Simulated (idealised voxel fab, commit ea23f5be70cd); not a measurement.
Presented below is a process module, voxel transistor to metal.
Pictured: cross-section cut, 170 nm wide, on a grid of 5 nm square cells.
Cross-section layout: square cells on a grid; listed as bands, top to bottom; a band spans one or more cell rows.
A band entry consists of two parts. The first gives the height of the band's top and the height of its bottom, in nm. The rest lists the band's materials from left to right, each with its width in nm. A single material labelled with the word "full width" fills the band from edge to edge, and the word "empty" marks empty space.
Zero point of the height axis is 0; under it, received wafer = one material. Lowest band: continues down indefinitely, "0 nm and below".
It should be noted that a width expressed as "30->40" varies in equal increments from row to row of cells within the band, taking the value of the first number at the top row and that of the second number at the bottom row.
"no change occurred" after a step means that no cell of the cross-section changed.
Closed-off voids of 8+ cells (no open route to the top) go in "Listed closed voids", written width x height at distance from the left edge, in nm.
That trailing text on a step's line, after the settings, is the simulator's own remark on the step.
overlay nm: on a step with a mask, how far right of its planned place the mask lay; negative means left.
### Intended process steps
1,RECEIVE, material Si
2,CONFORMAL_DEP, material SiO2, thk nm 5
3,CONFORMAL_DEP, material SiN, thk nm 15
4,DIRECTIONAL_DEP, material aC, thk nm 10
5,PATTERN, tone cover, mask id ACTIVE, material resist, width nm 95, thk nm 25, overlay nm 0
6,DIRECTIONAL_ETCH, etch materials aC, depth nm 10
7,STRIP, etch materials resist
8,DIRECTIONAL_ETCH, etch materials SiN, depth nm 15
9,DIRECTIONAL_ETCH, etch materials SiO2, depth nm 5
10,DIRECTIONAL_ETCH, etch materials Si, depth nm 35
11,STRIP, etch materials aC
12,OXIDIZE, depth nm 5
13,FILL_DEP, material SiO2, thk nm 10
14,CMP, height nm 20
15,SELECTIVE_ETCH, etch materials SiO2, depth nm 10
16,STRIP, etch materials SiN
17,SELECTIVE_ETCH, etch materials SiO2, depth nm 5
18,OXIDIZE, depth nm 5
19,DIRECTIONAL_DEP, material polySi, thk nm 20
20,DIRECTIONAL_DEP, material SiCN, thk nm 15
21,MASKED_ETCH, tone cover, mask id GATE, width nm 15, etch materials SiCN, depth nm 25, overlay nm 0
22,MASKED_ETCH, tone cover, mask id GATE, width nm 15, etch materials polySi, depth nm 30, overlay nm 0
23,CONFORMAL_DEP, material SiN, thk nm 10
24,DIRECTIONAL_ETCH, etch materials SiN, depth nm 10
25,DIRECTIONAL_ETCH, etch materials SiO2, depth nm 5
26,DIRECTIONAL_ETCH, etch materials Si, depth nm 5
27,EPI, material SiGe, thk nm 10
28,FILL_DEP, material SiO2, thk nm 10
29,CMP, height nm 35
30,DIRECTIONAL_DEP, material SiO2, thk nm 15
31,DIRECTIONAL_DEP, material aC, thk nm 15
32,PATTERN, tone open, mask id CONTACT, material resist, width nm 15, pitch nm 70, thk nm 30, overlay nm 0
33,DIRECTIONAL_ETCH, etch materials aC, depth nm 15
34,STRIP, etch materials resist
35,DIRECTIONAL_ETCH, etch materials SiO2, depth nm 50
36,STRIP, etch materials aC
37,CONFORMAL_DEP, material TiN, thk nm 5
38,FILL_DEP, material Ru, thk nm 10
39,CMP, height nm 50
40,DIRECTIONAL_DEP, material TiN, thk nm 5
41,DIRECTIONAL_DEP, material W, thk nm 25
42,PATTERN, tone cover, mask id METAL_1, material resist, width nm 15, pitch nm 70, thk nm 20, overlay nm 0
43,DIRECTIONAL_ETCH, etch materials W, depth nm 25
44,DIRECTIONAL_ETCH, etch materials TiN, depth nm 5
45,STRIP, etch materials resist
46,FILL_DEP, material lowk, thk nm 10
47,CMP, height nm 70
48,CONFORMAL_DEP, material SiCN, thk nm 5
Split variable: height nm, step 47. Plan value = first wafer. Wafers start alike.
### Received wafers, first of several: cross-section after step 1
0 nm and below: Si full width
Listed closed voids: none
### Per-wafer rows below. For each material: cells gained (+) or lost (-) since the wafer was received, as of end of module. Then: closed voids
height nm 70; +18 Ru; -163 Si; +43 SiCN; +24 SiGe; +32 SiN; +366 SiO2; +48 TiN; +18 W; +112 lowk; +12 polySi; Listed closed voids: none
height nm 75; +18 Ru; -163 Si; +43 SiCN; +24 SiGe; +32 SiN; +366 SiO2; +48 TiN; +24 W; +140 lowk; +12 polySi; Listed closed voids: none
height nm 80; +18 Ru; -163 Si; +43 SiCN; +24 SiGe; +32 SiN; +366 SiO2; +48 TiN; +30 W; +168 lowk; +12 polySi; Listed closed voids: none
height nm 85; +18 Ru; -163 Si; +43 SiCN; +24 SiGe; +32 SiN; +366 SiO2; +48 TiN; +30 W; +202 lowk; +12 polySi; Listed closed voids: none
height nm 90; +18 Ru; -163 Si; +43 SiCN; +24 SiGe; +32 SiN; +366 SiO2; +48 TiN; +30 W; +236 lowk; +12 polySi; Listed closed voids: none
